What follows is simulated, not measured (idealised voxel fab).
This is a process module. Its name is voxel tone inversion.
cross-section cut | 220 nm wide | cells 5 nm
A cross-section is written here as square cells arranged in a grid, and it is given in bands from the top down, each band taking up one or more rows of cells. It is stipulated that each band's entry specify, in nanometres, the height of the top of the band and then that of its bottom, followed by the materials of the band in left-to-right sequence, each together with its width in nanometres. A single material marked by the word "all across" is understood to fill the band from edge to edge; the word "blank" is understood to denote empty space. Counting heights begins at 0, where everything beneath is, in the wafer as received, one material. The lowest band has no bottom; it goes on downwards, as "0..down" shows. The expression "30 to 40" gives the width at the extremes of the band, the first number at its top row of cells and the second at its bottom row, with the width changing by equal amounts from each row to the next in between. "changes: none" (step): cross-section cells unchanged, all of them. Under "Voids, fully enclosed" you'll find the enclosed gaps, the ones with no way out to the top, that are 8 cells or bigger; each reads width x height at distance, with distance counted from the left edge, everything in nm. Whatever follows a step's settings on its line is a remark the simulator itself makes about that step. A step line may carry the setting "overlay nm", which, for steps involving a mask, states the distance by which the mask lay to the right of its intended position; negative values denote displacement to the left.

## Process steps (planned)
1 RECEIVE (material Si)
2 CONFORMAL_DEP (material SiN; thk nm 10)
3 DIRECTIONAL_DEP (material polySi; thk nm 25)
4 PATTERN (tone cover; mask id POSTS; material resist; width nm 20; pitch nm 45; thk nm 30; overlay nm 0)
5 DIRECTIONAL_ETCH (etch materials polySi; depth nm 25)
6 STRIP (etch materials resist)
7 FILL_DEP (material lowk; thk nm 10)
8 CMP (height nm 35)
9 STRIP (etch materials polySi)
10 CONFORMAL_DEP (material TiN; thk nm 5)
11 FILL_DEP (material Cu; thk nm 5)
12 CMP (height nm 35)
13 CONFORMAL_DEP (material SiCN; thk nm 5)

## Cross-section, incoming material, after step 1
    0..down | Si all across
    Voids, fully enclosed: none

## Cross-section at module end, one run error; start and plan unchanged from above
    40..35 | SiCN all across
    35..15 | lowk (25) / TiN (5) / Cu (10) / TiN (5) / lowk (25) / TiN (5) / Cu (10) / TiN (5) / lowk (25) / TiN (5) / Cu (10) / TiN (5) / lowk (25) / TiN (5) / Cu (10) / TiN (5) / lowk (40)
    15..10 | lowk (25) / TiN (20) / lowk (25) / TiN (20) / lowk (25) / TiN (20) / lowk (25) / TiN (20) / lowk (40)
    10..0 | SiN all across
    0..down | Si all across
    Voids, fully enclosed: none
In executing the process, a mistake was made relative to the plan: step 4 ran differently from the plan; actual operation with settings: PATTERN (tone cover; mask id POSTS; material resist; width nm 20; pitch nm 45; thk nm 30; overlay nm -5)
